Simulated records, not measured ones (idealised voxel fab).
Proc. module: voxel self aligned contacts
In the cross-section labelled cut, the width is 220 nm and each square cell is 5 nm.
Throughout this document, each cross-section is represented as a grid of square cells and is presented as a sequence of bands enumerated from the top downward, where a band comprises one or more rows of cells. Heights first: top, then bottom, in nm. Then materials, left to right, each with a width in nm. "all across" on a single material: fills the band edge to edge. "empty": empty space. Heights are reckoned from 0. Under this level, the received wafer is all of one material. The bottommost band is open-ended downward, for example "0 and below". Note: "30->40" means the width goes from the first number (top row of the band) to the second number (bottom row) in equal steps per row of cells. You'll sometimes find "no modifications" written for a step, and that's the way of saying that nowhere in the cross-section did a cell change during that step. "Enclosed void entries" means: voids of 8 cells or more that are shut off from the top with no open way through. Written width x height at distance, distance from the left edge, in nm. Note: text after step settings on the step line = simulator remark on that step. The setting "overlay nm" may be written on the line of a step. When the step uses a mask, the value reports how far to the right of the planned place the mask lay, and a negative value reports that it lay to the left.
Process steps (planned):
1 RECEIVE [material Si]
2 OXIDIZE [depth nm 5]
3 DIRECTIONAL_DEP [material polySi] [thk nm 30]
4 DIRECTIONAL_DEP [material SiN] [thk nm 15]
5 MASKED_ETCH [tone cover] [mask id GATE] [width nm 30] [pitch nm 60] [etch materials SiN] [depth nm 15] [overlay nm 0]
6 MASKED_ETCH [tone cover] [mask id GATE] [width nm 30] [pitch nm 60] [etch materials polySi] [depth nm 30] [overlay nm 0]
7 CONFORMAL_DEP [material SiN] [thk nm 5]
8 DIRECTIONAL_ETCH [etch materials SiN] [depth nm 5]
9 FILL_DEP [material SiO2] [thk nm 15]
10 CMP [height nm 55]
11 PATTERN [tone open] [mask id CONTACT] [material resist] [width nm 40] [pitch nm 60] [thk nm 20] [overlay nm 0]
12 DIRECTIONAL_ETCH [etch materials SiO2] [depth nm 50]
13 STRIP [etch materials resist]
14 CONFORMAL_DEP [material TiN] [thk nm 5]
15 FILL_DEP [material W] [thk nm 5]
16 CMP [height nm 55]
17 CONFORMAL_DEP [material SiN] [thk nm 5]
Be aware that, although all wafers share a common starting state, the depth nm at step 12 differs among them, and the plan displays the first wafer's value.
Cross-section of the first incoming wafer of several, state after step 1:
* 0 and below  Si all across
* Enclosed void entries: none
The following table contains a row per wafer, in which are reported, at the conclusion of the module, the cells of each material gained (+) or lost (-) since the wafer's receipt, with its closed voids given thereafter:
depth nm 50; -44 Si; +152 SiN; +216 SiO2; +52 TiN; +44 W; +108 polySi; Enclosed void entries: none
depth nm 55; -44 Si; +152 SiN; +208 SiO2; +56 TiN; +48 W; +108 polySi; Enclosed void entries: none
depth nm 60; -44 Si; +152 SiN; +200 SiO2; +60 TiN; +52 W; +108 polySi; Enclosed void entries: none
depth nm 65; -44 Si; +152 SiN; +200 SiO2; +60 TiN; +52 W; +108 polySi; Enclosed void entries: none
depth nm 70; -44 Si; +152 SiN; +200 SiO2; +60 TiN; +52 W; +108 polySi; Enclosed void entries: none
depth nm 75; -44 Si; +152 SiN; +200 SiO2; +60 TiN; +52 W; +108 polySi; Enclosed void entries: none
